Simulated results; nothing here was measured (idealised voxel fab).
The following is a process module called voxel tone inversion.
Displayed cross-section: cut, width of 260 nm, square cells sized 5 nm.
Bands, listed from the top down, are how a cross-section gets written in this document; the cross-section itself is a grid of square cells, and a band is one or more rows of them. Heads up on the band format: heights come first, top then bottom, in nm. After that it's the materials left to right, each with its width in nm. A single material flagged "throughout" fills the whole band edge to edge, and "empty" means there's empty space there. Height datum 0, below which the as-received substrate wafer is one material. Lowest band open at the bottom, running downward: "0..down". Graded width ("30..40"): value in top row of band = first number; value in bottom row = second number; row-to-row change constant. "no change occurred" after a step means that no cell of the cross-section changed. Listed in "Entrapped voids": every empty space of 8 or more cells without an open way to the top. Form: width x height at distance, the distance being from the left edge, all in nm. Past the settings on a step's line: simulator remark, on that step. A step line may carry the setting "overlay nm", which, for steps involving a mask, states the distance by which the mask lay to the right of its intended position; negative values denote displacement to the left.

# So here's the lineup of process steps we planned
1,RECEIVE (material Si)
2,CONFORMAL_DEP (material SiCN; thk nm 10)
3,DIRECTIONAL_DEP (material aC; thk nm 25)
4,PATTERN (tone cover; mask id POSTS; material resist; width nm 25; pitch nm 55; thk nm 35; overlay nm 0)
5,DIRECTIONAL_ETCH (etch materials aC; depth nm 25)
6,STRIP (etch materials resist)
7,FILL_DEP (material SiO2; thk nm 5)
8,CMP (height nm 35)
9,STRIP (etch materials aC)

# Wafer at receipt (post step 1), cross-section
* 0..down: Si throughout
* Entrapped voids: none

# first wafer at the end, as planned
* 35..10: SiO2=60, then empty=25, then SiO2=30, then empty=25, then SiO2=30, then empty=25, then SiO2=65
* 10..0: SiCN throughout
* 0..down: Si throughout
* Entrapped voids: none

# Second wafer through the module, sectioned at the end: same beginning and same plan as the first wafer, with one mistake in carrying it out
* 35..10: SiO2=65, then empty=15, then SiO2=40, then empty=15, then SiO2=40, then empty=15, then SiO2=70
* 10..0: SiCN throughout
* 0..down: Si throughout
* Entrapped voids: none
Against the plan, the run slipped here: contrary to plan, step 4 was performed as PATTERN (tone cover; mask id POSTS; material resist; width nm 15; pitch nm 55; thk nm 35; overlay nm 0)
Wafer comparison, final, in cells, second relative to first, materials more or fewer: SiO2: 30 more
